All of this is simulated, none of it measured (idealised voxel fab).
Process module in this document: voxel trench capacitor
Each square cell in cross-section cut measures 5 nm, and the section as a whole is 285 nm wide.
When this document writes out a cross-section, it uses a grid of square cells and lists it as bands, beginning at the top and moving down, with a band standing for one or more rows of cells.
Band entry format. Leading values: height of top, height of bottom, nm. Remainder: materials in left-to-right order, each with its width in nm. Special words: "all across" on a single material, which then fills the band edge to edge; "air", empty space.
Heights are reckoned from 0. Under this level, the received wafer is all of one material. The bottommost band is open-ended downward, for example "0 down".
A two-number width, for instance "30..40", indicates that the width is equal to the first number in the top row of the band and to the second number in the bottom row, and that it changes by a constant amount per row of cells.
"no change occurred" -> step changed no cross-section cell.
In "Voids lacking openings" the enclosed voids are listed, meaning empty spaces of 8 cells or larger without any opening to the top. The form is width x height at distance, distance from the left edge, units nm.
Text after the settings on a step's line: the simulator's own remark on that step.
overlay nm: right-of-plan distance of the mask on a masked step; negative values mean left-of-plan.
**plan**
1. RECEIVE, material Si
2. CONFORMAL_DEP, material SiN, thk nm 10
3. DIRECTIONAL_DEP, material aC, thk nm 10
4. PATTERN, tone open, mask id TRENCH, material resist, width nm 25, pitch nm 50, thk nm 30, overlay nm 0
5. DIRECTIONAL_ETCH, etch materials aC, depth nm 10
6. STRIP, etch materials resist
7. DIRECTIONAL_ETCH, etch materials SiN, depth nm 10
8. DIRECTIONAL_ETCH, etch materials Si, depth nm 30
9. STRIP, etch materials aC
10. CONFORMAL_DEP, material SiO2, thk nm 5
11. FILL_DEP, material polySi, thk nm 10
12. CMP, height nm 10
**This is the cross-section of the wafer as we received it, i.e. after step 1**
* 0 down  Si all across
* Voids lacking openings: none
**Look at the cross-section after the module: the wafer started out the way shown above and the plan was the one shown above, yet one mistake was made along the way**
* 10 to 0  SiN (105), SiO2 (5), polySi (20), SiO2 (5), SiN (20), SiO2 (5), polySi (20), SiO2 (5), SiN (100)
* 0 to -25  Si (105), SiO2 (5), polySi (20), SiO2 (5), Si (20), SiO2 (5), polySi (20), SiO2 (5), Si (100)
* -25 to -30  Si (105), SiO2 (30), Si (20), SiO2 (30), Si (100)
* -30 down  Si all across
* Voids lacking openings: none
what went wrong: note that step 4 departed from the planned setting and was carried out as PATTERN, tone open, mask id TRENCH, material resist, width nm 30, pitch nm 50, thk nm 30, overlay nm 0
